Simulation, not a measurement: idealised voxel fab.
Process module in this document: voxel gate over fins
Cross-sectional view cut (width: 190 nm; square cell size: 5 nm).
Cross-section, as written here: a square-cell grid given band by band from the top down, where a band holds one or more rows of cells. Band entry format. Leading values: height of top, height of bottom, nm. Remainder: materials in left-to-right order, each with its width in nm. Special words: "edge to edge" on a single material, which then fills the band edge to edge; "empty", empty space. We count height from 0. Below that, the starting wafer is all one material. The lowest band never ends at the bottom but goes on down; see "top 0, no bottom" for how that is written. Quick explanation for "30..40": the width changes in equal steps down the rows of cells, from the first number in the band's top row to the second number in its bottom row. Any step labelled "no modification" changed none of the cells in the cross-section. "Encapsulated voids" contains a list of empty spaces, each no smaller than 8 cells and without an open way to the top, written in the form width x height at distance with the distance from the left edge and all three in nm. It should be noted that, on the line of a given step, the content following the step's settings is a remark produced by the simulator itself with respect to that step. If you see "overlay nm" on a step's line and that step has a mask, it's telling you how far right of where it was planned the mask ended up; a negative number means it went left instead.
Steps planned for the process
1 op RECEIVE | material Si
2 op CONFORMAL_DEP | material SiN | thk nm 10
3 op PATTERN | tone cover | mask id FINS | material resist | width nm 15 | pitch nm 50 | thk nm 20 | overlay nm 0
4 op DIRECTIONAL_ETCH | etch materials SiN | depth nm 10
5 op DIRECTIONAL_ETCH | etch materials Si | depth nm 30
6 op STRIP | etch materials resist
7 op FILL_DEP | material SiO2 | thk nm 5
8 op CMP | height nm 10
9 op PATTERN | tone open | mask id RAIL | material resist | width nm 15 | thk nm 15 | overlay nm 0
10 op DIRECTIONAL_ETCH | etch materials SiO2 | depth nm 35
11 op STRIP | etch materials resist
12 op CONFORMAL_DEP | material TiN | thk nm 5
13 op FILL_DEP | material Ru | thk nm 5
14 op CMP | height nm 10
15 op SELECTIVE_ETCH | etch materials W Ru TiN | depth nm 25
16 op FILL_DEP | material SiO2 | thk nm 5
17 op CMP | height nm 10
18 op SELECTIVE_ETCH | etch materials SiO2 | depth nm 20
19 op STRIP | etch materials SiN
20 op CONFORMAL_DEP | material HfO2 | thk nm 5
21 op CONFORMAL_DEP | material TiN | thk nm 5
22 op FILL_DEP | material W | thk nm 10
23 op CMP | height nm 15
24 op CONFORMAL_DEP | material SiCN | thk nm 10
First of two wafers - as planned
Incoming wafer, cross-sectional view, post step 1
top 0, no bottom = Si edge to edge
Encapsulated voids: none
Cross-section of the wafer after step 2
top 10, bottom 0 = SiN edge to edge
Below 0, the layers are the same as they were.
Cross-section of the wafer after step 3
top 30, bottom 10 = empty=60 | resist=15 | empty=35 | resist=15 | empty=65
Below 10, the layers are the same as they were.
Cross-section of the wafer after step 4
top 30, bottom 10 = empty=60 | resist=15 | empty=35 | resist=15 | empty=65
top 10, bottom 0 = empty=60 | SiN=15 | empty=35 | SiN=15 | empty=65
Below 0, the layers are the same as they were.
Cross-section of the wafer after step 5
top 30, bottom 10 = empty=60 | resist=15 | empty=35 | resist=15 | empty=65
top 10, bottom 0 = empty=60 | SiN=15 | empty=35 | SiN=15 | empty=65
top 0, bottom -30 = empty=60 | Si=15 | empty=35 | Si=15 | empty=65
Below -30, the layers are the same as they were.
Cross-section of the wafer after step 6
top 10, bottom 0 = empty=60 | SiN=15 | empty=35 | SiN=15 | empty=65
Below 0, the layers are the same as they were.
Cross-section of the wafer after step 7
top 15, bottom 10 = SiO2 edge to edge
top 10, bottom 0 = SiO2=60 | SiN=15 | SiO2=35 | SiN=15 | SiO2=65
top 0, bottom -30 = SiO2=60 | Si=15 | SiO2=35 | Si=15 | SiO2=65
Below -30, the layers are the same as they were.
Cross-section of the wafer after step 8
top 10, bottom 0 = SiO2=60 | SiN=15 | SiO2=35 | SiN=15 | SiO2=65
Below 0, the layers are the same as they were.
Cross-section of the wafer after step 9
top 25, bottom 10 = resist=85 | empty=15 | resist=90
Below 10, the layers are the same as they were.
Cross-section of the wafer after step 10
top 25, bottom 10 = resist=85 | empty=15 | resist=90
top 10, bottom 0 = SiO2=60 | SiN=15 | SiO2=10 | empty=15 | SiO2=10 | SiN=15 | SiO2=65
top 0, bottom -25 = SiO2=60 | Si=15 | SiO2=10 | empty=15 | SiO2=10 | Si=15 | SiO2=65
Below -25, the layers are the same as they were.
Cross-section of the wafer after step 11
top 10, bottom 0 = SiO2=60 | SiN=15 | SiO2=10 | empty=15 | SiO2=10 | SiN=15 | SiO2=65
Below 0, the layers are the same as they were.
Cross-section of the wafer after step 12
top 15, bottom 10 = TiN=90 | empty=5 | TiN=95
top 10, bottom 0 = SiO2=60 | SiN=15 | SiO2=10 | TiN=5 | empty=5 | TiN=5 | SiO2=10 | SiN=15 | SiO2=65
top 0, bottom -20 = SiO2=60 | Si=15 | SiO2=10 | TiN=5 | empty=5 | TiN=5 | SiO2=10 | Si=15 | SiO2=65
top -20, bottom -25 = SiO2=60 | Si=15 | SiO2=10 | TiN=15 | SiO2=10 | Si=15 | SiO2=65
Below -25, the layers are the same as they were.
Cross-section of the wafer after step 13
top 20, bottom 15 = Ru edge to edge
top 15, bottom 10 = TiN=90 | Ru=5 | TiN=95
top 10, bottom 0 = SiO2=60 | SiN=15 | SiO2=10 | TiN=5 | Ru=5 | TiN=5 | SiO2=10 | SiN=15 | SiO2=65
top 0, bottom -20 = SiO2=60 | Si=15 | SiO2=10 | TiN=5 | Ru=5 | TiN=5 | SiO2=10 | Si=15 | SiO2=65
Below -20, the layers are the same as they were.
Cross-section of the wafer after step 14
top 10, bottom 0 = SiO2=60 | SiN=15 | SiO2=10 | TiN=5 | Ru=5 | TiN=5 | SiO2=10 | SiN=15 | SiO2=65
Below 0, the layers are the same as they were.
Cross-section of the wafer after step 15
top 10, bottom 0 = SiO2=60 | SiN=15 | SiO2=10 | empty=15 | SiO2=10 | SiN=15 | SiO2=65
top 0, bottom -15 = SiO2=60 | Si=15 | SiO2=10 | empty=15 | SiO2=10 | Si=15 | SiO2=65
Below -15, the layers are the same as they were.
Cross-section of the wafer after step 16
top 15, bottom 10 = SiO2 edge to edge
top 10, bottom 0 = SiO2=60 | SiN=15 | SiO2=35 | SiN=15 | SiO2=65
top 0, bottom -15 = SiO2=60 | Si=15 | SiO2=35 | Si=15 | SiO2=65
Below -15, the layers are the same as they were.
Cross-section of the wafer after step 17
top 10, bottom 0 = SiO2=60 | SiN=15 | SiO2=35 | SiN=15 | SiO2=65
Below 0, the layers are the same as they were.
Cross-section of the wafer after step 18
top 10, bottom 0 = empty=60 | SiN=15 | empty=35 | SiN=15 | empty=65
top 0, bottom -10 = empty=60 | Si=15 | empty=35 | Si=15 | empty=65
Below -10, the layers are the same as they were.
Cross-section of the wafer after step 19
top 0, bottom -10 = empty=60 | Si=15 | empty=35 | Si=15 | empty=65
Below -10, the layers are the same as they were.
Cross-section of the wafer after step 20
top 5, bottom 0 = empty=55 | HfO2=25 | empty=25 | HfO2=25 | empty=60
top 0, bottom -5 = empty=55 | HfO2=5 | Si=15 | HfO2=5 | empty=25 | HfO2=5 | Si=15 | HfO2=5 | empty=60
top -5, bottom -10 = HfO2=60 | Si=15 | HfO2=35 | Si=15 | HfO2=65
Below -10, the layers are the same as they were.
Cross-section of the wafer after step 21
top 10, bottom 5 = empty=50 | TiN=35 | empty=15 | TiN=35 | empty=55
top 5, bottom 0 = empty=50 | TiN=5 | HfO2=25 | TiN=5 | empty=15 | TiN=5 | HfO2=25 | TiN=5 | empty=55
top 0, bottom -5 = TiN=55 | HfO2=5 | Si=15 | HfO2=5 | TiN=25 | HfO2=5 | Si=15 | HfO2=5 | TiN=60
Below -5, the layers are the same as they were.
Cross-section of the wafer after step 22
top 20, bottom 10 = W edge to edge
top 10, bottom 5 = W=50 | TiN=35 | W=15 | TiN=35 | W=55
top 5, bottom 0 = W=50 | TiN=5 | HfO2=25 | TiN=5 | W=15 | TiN=5 | HfO2=25 | TiN=5 | W=55
Below 0, the layers are the same as they were.
Cross-section of the wafer after step 23
top 15, bottom 10 = W edge to edge
Below 10, the layers are the same as they were.
Cross-section of the wafer after step 24
top 25, bottom 15 = SiCN edge to edge
Below 15, the layers are the same as they were.
Wafer two. Same start, same plan, one slip in execution. Same as wafer one through step 19, inclusive
Cross-section: second wafer, time at which step 20 was scheduled to end: no modification
Cross-section: second wafer, time at which step 21 was scheduled to end
top 5, bottom 0 = empty=55 | TiN=25 | empty=25 | TiN=25 | empty=60
top 0, bottom -5 = empty=55 | TiN=5 | Si=15 | TiN=5 | empty=25 | TiN=5 | Si=15 | TiN=5 | empty=60
top -5, bottom -10 = TiN=60 | Si=15 | TiN=35 | Si=15 | TiN=65
Below -10, the layers are the same as they were.
Cross-section: second wafer, time at which step 22 was scheduled to end
top 15, bottom 5 = W edge to edge
top 5, bottom 0 = W=55 | TiN=25 | W=25 | TiN=25 | W=60
top 0, bottom -5 = W=55 | TiN=5 | Si=15 | TiN=5 | W=25 | TiN=5 | Si=15 | TiN=5 | W=60
Below -5, the layers are the same as they were.
Cross-section: second wafer, time at which step 23 was scheduled to end: no modification
Cross-section: second wafer, time at which step 24 was scheduled to end
top 25, bottom 15 = SiCN edge to edge
Below 15, the layers are the same as they were.
Want to know what went wrong? step 20 was left out
Per the end-of-run cell counts, the second wafer holds more or fewer of some materials than the first: HfO2: 46 fewer | W: 46 more
